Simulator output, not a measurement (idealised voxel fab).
process module | voxel quadruple lines
cross-section cut | 285 nm wide | cells 5 nm
A cross-section is a grid of square cells, given in bands from the top down. A band is one or more rows of cells.
Each band's line starts with the height of the band's top and of its bottom, in nm. Then come its materials from left to right, each with its width in nm. One material with "throughout" fills the band from edge to edge. "air" is empty space.
Height 0 is the level under which the wafer as received is all one material. The lowest band goes on downwards, as in "0 down".
A width such as "30 to 40" changes by the same amount from each row of cells to the next, from the band's top row to its bottom row.
"no change" after a step means that no cell of the cross-section changed.
closed voids: empty space of 8 cells or more with no open way to the top, each as width x height at its distance from the left edge, in nm
after a step's settings: what the simulator itself notes on the step
overlay nm, on a step with a mask: how far to the right of its planned place the mask lay; to the left if negative
plan
1 op RECEIVE | material Si
2 op CONFORMAL_DEP | material SiO2 | thk nm 5
3 op DIRECTIONAL_DEP | material W | thk nm 10
4 op DIRECTIONAL_DEP | material polySi | thk nm 20
5 op DIRECTIONAL_DEP | material aC | thk nm 25
6 op PATTERN | tone cover | mask id MANDREL | material resist | width nm 20 | pitch nm 60 | thk nm 35 | overlay nm 0
7 op DIRECTIONAL_ETCH | etch materials aC | depth nm 25
8 op STRIP | etch materials resist
9 op CONFORMAL_DEP | material SiO2 | thk nm 10
10 op DIRECTIONAL_ETCH | etch materials SiO2 | depth nm 10
11 op STRIP | etch materials aC
12 op DIRECTIONAL_ETCH | etch materials polySi | depth nm 20
13 op STRIP | etch materials SiO2
14 op CONFORMAL_DEP | material SiCN | thk nm 5
15 op DIRECTIONAL_ETCH | etch materials SiCN | depth nm 5
16 op STRIP | etch materials polySi
17 op DIRECTIONAL_ETCH | etch materials W | depth nm 10
18 op STRIP | etch materials SiCN
as received, after step 1
  0 down: Si throughout
  closed voids: none
first wafer at the end, as planned
  15 to 5: air 85 | W 5 | air 10 | W 5 | air 10 | W 5 | air 10 | W 5 | air 10 | W 5 | air 10 | W 5 | air 10 | W 5 | air 10 | W 5 | air 90
  5 to 0: SiO2 throughout
  0 down: Si throughout
  closed voids: none
second wafer at the end: like start, like plan, one mistake
  15 to 5: air 90 | W 5 | air 5 | W 5 | air 10 | W 5 | air 5 | W 5 | air 20 | W 5 | air 5 | W 5 | air 10 | W 5 | air 5 | W 5 | air 95
  5 to 0: SiO2 throughout
  0 down: Si throughout
  closed voids: none
what went wrong: step 9 ran as: op CONFORMAL_DEP | material SiO2 | thk nm 5
at the end the second wafer has, in cells: as many of each material as the first, in other places
